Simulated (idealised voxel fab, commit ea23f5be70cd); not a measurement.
The following is a process module called voxel gate over fins.
Xsec cut, 240 nm wide, square cell size 5 nm.
For the purposes of this document, a cross-section shall be understood as a grid of square cells, specified as bands listed in top-to-bottom order, each band consisting of one or more rows of cells. Top, bottom (nm), then materials left to right with widths (nm); lone material tagged "full width" fills the whole band edge to edge; "empty" = empty space. Ref level 0: as-received wafer is one material below here. Bottom band extends down with no lower bound ("0 -> down"). Think of "30..40" as a width that walks from the first number to the second as you go down the band, top row to bottom row, taking equal-sized steps from row to row. "changes: none" for a step: no cell of the cross-section changed in that step. Under "Closed void register" you'll find the enclosed gaps, the ones with no way out to the top, that are 8 cells or bigger; each reads width x height at distance, with distance counted from the left edge, everything in nm. Read whatever lies past the settings on a step's line as the simulator's own remark about the step. overlay nm, on a step with a mask: how far to the right of its planned place the mask lay; to the left if negative.

-- Process steps - plan
1: RECEIVE (material Si)
2: CONFORMAL_DEP (material SiN; thk nm 5)
3: DIRECTIONAL_DEP (material aC; thk nm 10)
4: PATTERN (tone cover; mask id FINS; material resist; width nm 15; pitch nm 35; thk nm 30; overlay nm 0)
5: DIRECTIONAL_ETCH (etch materials aC; depth nm 10)
6: STRIP (etch materials resist)
7: DIRECTIONAL_ETCH (etch materials SiN; depth nm 5)
8: DIRECTIONAL_ETCH (etch materials Si; depth nm 35)
9: STRIP (etch materials aC)
10: FILL_DEP (material SiO2; thk nm 10)
11: CMP (height nm 5)
12: SELECTIVE_ETCH (etch materials SiO2; depth nm 20)
13: STRIP (etch materials SiN)
14: CONFORMAL_DEP (material HfO2; thk nm 5)
15: CONFORMAL_DEP (material TiN; thk nm 5)
16: FILL_DEP (material W; thk nm 10)
17: CMP (height nm 15)
18: CONFORMAL_DEP (material SiCN; thk nm 5)

-- Of two wafers, the first: run according to plan

-- Cross-section of the wafer upon arrival, representing the state reached after step 1
> 0 -> down = Si full width
> Closed void register: none

-- Cross-section through the wafer, step 2 finished
> 5 -> 0 = SiN full width
> Nothing below the height 0 has changed.

-- Cross-section through the wafer, step 3 finished
> 15 -> 5 = aC full width
> Nothing below the height 5 has changed.

-- Cross-section through the wafer, step 4 finished
> 45 -> 15 = empty: 60  resist: 15  empty: 20  resist: 15  empty: 20  resist: 15  empty: 20  resist: 15  empty: 60
> Nothing below the height 15 has changed.

-- Cross-section through the wafer, step 5 finished
> 35 -> 15 = empty: 60  resist: 15  empty: 20  resist: 15  empty: 20  resist: 15  empty: 20  resist: 15  empty: 60
> 15 -> 5 = empty: 60  aC: 15  empty: 20  aC: 15  empty: 20  aC: 15  empty: 20  aC: 15  empty: 60
> Nothing below the height 5 has changed.

-- Cross-section through the wafer, step 6 finished
> 15 -> 5 = empty: 60  aC: 15  empty: 20  aC: 15  empty: 20  aC: 15  empty: 20  aC: 15  empty: 60
> Nothing below the height 5 has changed.

-- Cross-section through the wafer, step 7 finished
> 15 -> 5 = empty: 60  aC: 15  empty: 20  aC: 15  empty: 20  aC: 15  empty: 20  aC: 15  empty: 60
> 5 -> 0 = empty: 60  SiN: 15  empty: 20  SiN: 15  empty: 20  SiN: 15  empty: 20  SiN: 15  empty: 60
> Nothing below the height 0 has changed.

-- Cross-section through the wafer, step 8 finished
> 15 -> 5 = empty: 60  aC: 15  empty: 20  aC: 15  empty: 20  aC: 15  empty: 20  aC: 15  empty: 60
> 5 -> 0 = empty: 60  SiN: 15  empty: 20  SiN: 15  empty: 20  SiN: 15  empty: 20  SiN: 15  empty: 60
> 0 -> -35 = empty: 60  Si: 15  empty: 20  Si: 15  empty: 20  Si: 15  empty: 20  Si: 15  empty: 60
> Nothing below the height -35 has changed.

-- Cross-section through the wafer, step 9 finished
> 5 -> 0 = empty: 60  SiN: 15  empty: 20  SiN: 15  empty: 20  SiN: 15  empty: 20  SiN: 15  empty: 60
> Nothing below the height 0 has changed.

-- Cross-section through the wafer, step 10 finished
> 15 -> 5 = SiO2 full width
> 5 -> 0 = SiO2: 60  SiN: 15  SiO2: 20  SiN: 15  SiO2: 20  SiN: 15  SiO2: 20  SiN: 15  SiO2: 60
> 0 -> -35 = SiO2: 60  Si: 15  SiO2: 20  Si: 15  SiO2: 20  Si: 15  SiO2: 20  Si: 15  SiO2: 60
> Nothing below the height -35 has changed.

-- Cross-section through the wafer, step 11 finished
> 5 -> 0 = SiO2: 60  SiN: 15  SiO2: 20  SiN: 15  SiO2: 20  SiN: 15  SiO2: 20  SiN: 15  SiO2: 60
> Nothing below the height 0 has changed.

-- Cross-section through the wafer, step 12 finished
> 5 -> 0 = empty: 60  SiN: 15  empty: 20  SiN: 15  empty: 20  SiN: 15  empty: 20  SiN: 15  empty: 60
> 0 -> -15 = empty: 60  Si: 15  empty: 20  Si: 15  empty: 20  Si: 15  empty: 20  Si: 15  empty: 60
> Nothing below the height -15 has changed.

-- Cross-section through the wafer, step 13 finished
> 0 -> -15 = empty: 60  Si: 15  empty: 20  Si: 15  empty: 20  Si: 15  empty: 20  Si: 15  empty: 60
> Nothing below the height -15 has changed.

-- Cross-section through the wafer, step 14 finished
> 5 -> 0 = empty: 55  HfO2: 25  empty: 10  HfO2: 25  empty: 10  HfO2: 25  empty: 10  HfO2: 25  empty: 55
> 0 -> -10 = empty: 55  HfO2: 5  Si: 15  HfO2: 5  empty: 10  HfO2: 5  Si: 15  HfO2: 5  empty: 10  HfO2: 5  Si: 15  HfO2: 5  empty: 10  HfO2: 5  Si: 15  HfO2: 5  empty: 55
> -10 -> -15 = HfO2: 60  Si: 15  HfO2: 20  Si: 15  HfO2: 20  Si: 15  HfO2: 20  Si: 15  HfO2: 60
> Nothing below the height -15 has changed.

-- Cross-section through the wafer, step 15 finished
> 10 -> 5 = empty: 50  TiN: 140  empty: 50
> 5 -> 0 = empty: 50  TiN: 5  HfO2: 25  TiN: 10  HfO2: 25  TiN: 10  HfO2: 25  TiN: 10  HfO2: 25  TiN: 5  empty: 50
> 0 -> -5 = empty: 50  TiN: 5  HfO2: 5  Si: 15  HfO2: 5  TiN: 10  HfO2: 5  Si: 15  HfO2: 5  TiN: 10  HfO2: 5  Si: 15  HfO2: 5  TiN: 10  HfO2: 5  Si: 15  HfO2: 5  TiN: 5  empty: 50
> -5 -> -10 = TiN: 55  HfO2: 5  Si: 15  HfO2: 5  TiN: 10  HfO2: 5  Si: 15  HfO2: 5  TiN: 10  HfO2: 5  Si: 15  HfO2: 5  TiN: 10  HfO2: 5  Si: 15  HfO2: 5  TiN: 55
> Nothing below the height -10 has changed.

-- Cross-section through the wafer, step 16 finished
> 20 -> 10 = W full width
> 10 -> 5 = W: 50  TiN: 140  W: 50
> 5 -> 0 = W: 50  TiN: 5  HfO2: 25  TiN: 10  HfO2: 25  TiN: 10  HfO2: 25  TiN: 10  HfO2: 25  TiN: 5  W: 50
> 0 -> -5 = W: 50  TiN: 5  HfO2: 5  Si: 15  HfO2: 5  TiN: 10  HfO2: 5  Si: 15  HfO2: 5  TiN: 10  HfO2: 5  Si: 15  HfO2: 5  TiN: 10  HfO2: 5  Si: 15  HfO2: 5  TiN: 5  W: 50
> Nothing below the height -5 has changed.

-- Cross-section through the wafer, step 17 finished
> 15 -> 10 = W full width
> Nothing below the height 10 has changed.

-- Cross-section through the wafer, step 18 finished
> 20 -> 15 = SiCN full width
> Nothing below the height 15 has changed.

-- The second wafer was prepared from the same starting point and under the same plan as the first; its processing contained one mistake, and it remains indistinguishable from the first wafer up to and including step 15

-- Second wafer, sectioned view, at step 16's planned end time
> 20 -> 10 = SiCN full width
> 10 -> 5 = SiCN: 50  TiN: 140  SiCN: 50
> 5 -> 0 = SiCN: 50  TiN: 5  HfO2: 25  TiN: 10  HfO2: 25  TiN: 10  HfO2: 25  TiN: 10  HfO2: 25  TiN: 5  SiCN: 50
> 0 -> -5 = SiCN: 50  TiN: 5  HfO2: 5  Si: 15  HfO2: 5  TiN: 10  HfO2: 5  Si: 15  HfO2: 5  TiN: 10  HfO2: 5  Si: 15  HfO2: 5  TiN: 10  HfO2: 5  Si: 15  HfO2: 5  TiN: 5  SiCN: 50
> Nothing below the height -5 has changed.

-- Second wafer, sectioned view, at step 17's planned end time
> 15 -> 10 = SiCN full width
> Nothing below the height 10 has changed.

-- Second wafer, sectioned view, at step 18's planned end time
> 20 -> 10 = SiCN full width
> Nothing below the height 10 has changed.
Plan not followed: not per plan at step 16, really ran FILL_DEP (material SiCN; thk nm 10)
Wafer comparison, final, in cells, second relative to first, materials more or fewer: 108 more of SiCN; 108 fewer of W
